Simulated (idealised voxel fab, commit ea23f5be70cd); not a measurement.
Process module in this document: voxel double patterning
The cross-section on display is named cut; it measures 265 nm wide, and its cells are 5 nm squares.
We lay out every cross-section as a grid of square cells and spell it out in bands from the top down, where one band means one or more rows of cells. Band: top and bottom heights (nm) first, top before bottom; then materials from left to right, widths in nm. "all across" marks a sole material filling the band edge to edge. "air" denotes empty space. Heads up on the height convention: 0 is the point under which the incoming wafer is all one material, and the lowest band has no bottom, it just keeps going down, like "z 0 and below". Per-row width for "30 to 40": begins at first number (top row of band), ends at second number (bottom row), increment between rows held constant. You'll sometimes find "no modification" written for a step, and that's the way of saying that nowhere in the cross-section did a cell change during that step. Heads up: "Trapped voids" only lists the empty pockets with no open path to the top that are 8 cells or more, and it writes them as width x height at distance, distance from the left edge, in nm. Anything after a step's settings on that line? It's the simulator's own note about the step. For masked steps, "overlay nm" on the step line gives how far right of plan the mask actually lay; a minus sign means it lay to the left.

## Process steps - plan
| 1 | RECEIVE (material Si) |
| 2 | CONFORMAL_DEP (material SiO2; thk nm 5) |
| 3 | DIRECTIONAL_DEP (material W; thk nm 10) |
| 4 | DIRECTIONAL_DEP (material SiCN; thk nm 10) |
| 5 | PATTERN (tone open; mask id FIRST; material resist; width nm 15; pitch nm 50; thk nm 15; overlay nm 0) |
| 6 | DIRECTIONAL_ETCH (etch materials SiCN; depth nm 10) |
| 7 | STRIP (etch materials resist) |
| 8 | PATTERN (tone open; mask id SECOND; material resist; width nm 15; thk nm 15; overlay nm 0) |
| 9 | DIRECTIONAL_ETCH (etch materials SiCN; depth nm 10) |
| 10 | STRIP (etch materials resist) |
| 11 | DIRECTIONAL_ETCH (etch materials W; depth nm 20) |
| 12 | STRIP (etch materials SiCN) |
What sets these wafers apart? The thk nm at step 3. They all start alike, and the plan carries the first wafer's value.

## Cross-sectional view of the first of several wafers in the as-received condition, corresponding to the state following step 1
> z 0 and below = Si all across
> Trapped voids: none

## Once step 12, the last step, is complete, the module is at its end; this is the cross-section of the first of several wafers
> z 15 to 5 = 100 W  15 air  10 W  15 air  10 W  15 air  100 W
> z 5 to 0 = SiO2 all across
> z 0 and below = Si all across
> Trapped voids: none

## Last wafer, end of module, cross-section
> z 40 to 20 = 100 W  15 air  10 W  15 air  10 W  15 air  100 W
> z 20 to 5 = W all across
> z 5 to 0 = SiO2 all across
> z 0 and below = Si all across
> Trapped voids: none

## Each row below is a wafer at the end of the module, listing for every material the number of cells it has gained (+) or lost (-) since it was received, followed by its closed voids
thk nm 10; +53 SiO2; +88 W; Trapped voids: none
thk nm 15; +53 SiO2; +132 W; Trapped voids: none
thk nm 20; +53 SiO2; +176 W; Trapped voids: none
thk nm 25; +53 SiO2; +229 W; Trapped voids: none
thk nm 30; +53 SiO2; +282 W; Trapped voids: none
thk nm 35; +53 SiO2; +335 W; Trapped voids: none
